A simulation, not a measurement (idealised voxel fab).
The name of this process module is voxel tone inversion.
Cross-section cut: width 295 nm, square cells of 5 nm.
Cross-sections here: square-cell grids, written as top-down lists of bands, a band being one or more rows of cells.
Band: top height; bottom height; in nm. Then, left to right: material with width in nm, for each material. "edge to edge": a single material spanning edge to edge. "empty": empty space.
All heights in this document are referenced to 0, defined as the level beneath which the wafer, as received, consists entirely of one material. The lowest band is not bounded below; it extends indefinitely downward and is written in the form "0 down".
Note: "30 to 40" means the width goes from the first number (top row of the band) to the second number (bottom row) in equal steps per row of cells.
The cross-section has no changed cell in any step marked "left unchanged".
If an empty space has no open way to the top and is at least 8 cells in size, "Unvented cavities" lists it, written width x height at distance, where distance is measured from the left edge and every value is in nm.
It should be noted that, on the line of a given step, the content following the step's settings is a remark produced by the simulator itself with respect to that step.
overlay nm: mask right of planned place by this much (step with mask). Neg. = left.

Process steps (planned):
1) RECEIVE [material Si]
2) CONFORMAL_DEP [material SiN] [thk nm 5]
3) DIRECTIONAL_DEP [material aC] [thk nm 20]
4) PATTERN [tone cover] [mask id POSTS] [material resist] [width nm 15] [pitch nm 30] [thk nm 25] [overlay nm 0]
5) DIRECTIONAL_ETCH [etch materials aC] [depth nm 20]
6) STRIP [etch materials resist]
7) FILL_DEP [material SiO2] [thk nm 5]
8) CMP [height nm 25]
9) STRIP [etch materials aC]

Cross-section of the wafer upon arrival, representing the state reached after step 1:
    0 down  Si edge to edge
    Unvented cavities: none

Cross-section: first of two wafers, module finished, run according to plan:
    25 to 5  SiO2: 110  empty: 15  SiO2: 15  empty: 15  SiO2: 15  empty: 15  SiO2: 110
    5 to 0  SiN edge to edge
    0 down  Si edge to edge
    Unvented cavities: none

This is the second of the two wafers, cross-sectioned at the end of the module; it started exactly like the first and was given the same plan, but it was run with one mistake:
    25 to 15  SiO2: 110  empty: 15  SiO2: 15  empty: 15  SiO2: 15  empty: 15  SiO2: 110
    15 to 0  SiN edge to edge
    0 down  Si edge to edge
    Unvented cavities: none
Nonconformance to the process plan: step 2 changed vs plan, executed as CONFORMAL_DEP [material SiN] [thk nm 15]
FYI, end of process, the second wafer has more or fewer cells of some materials than the first: SiN: 118 more | SiO2: 100 fewer
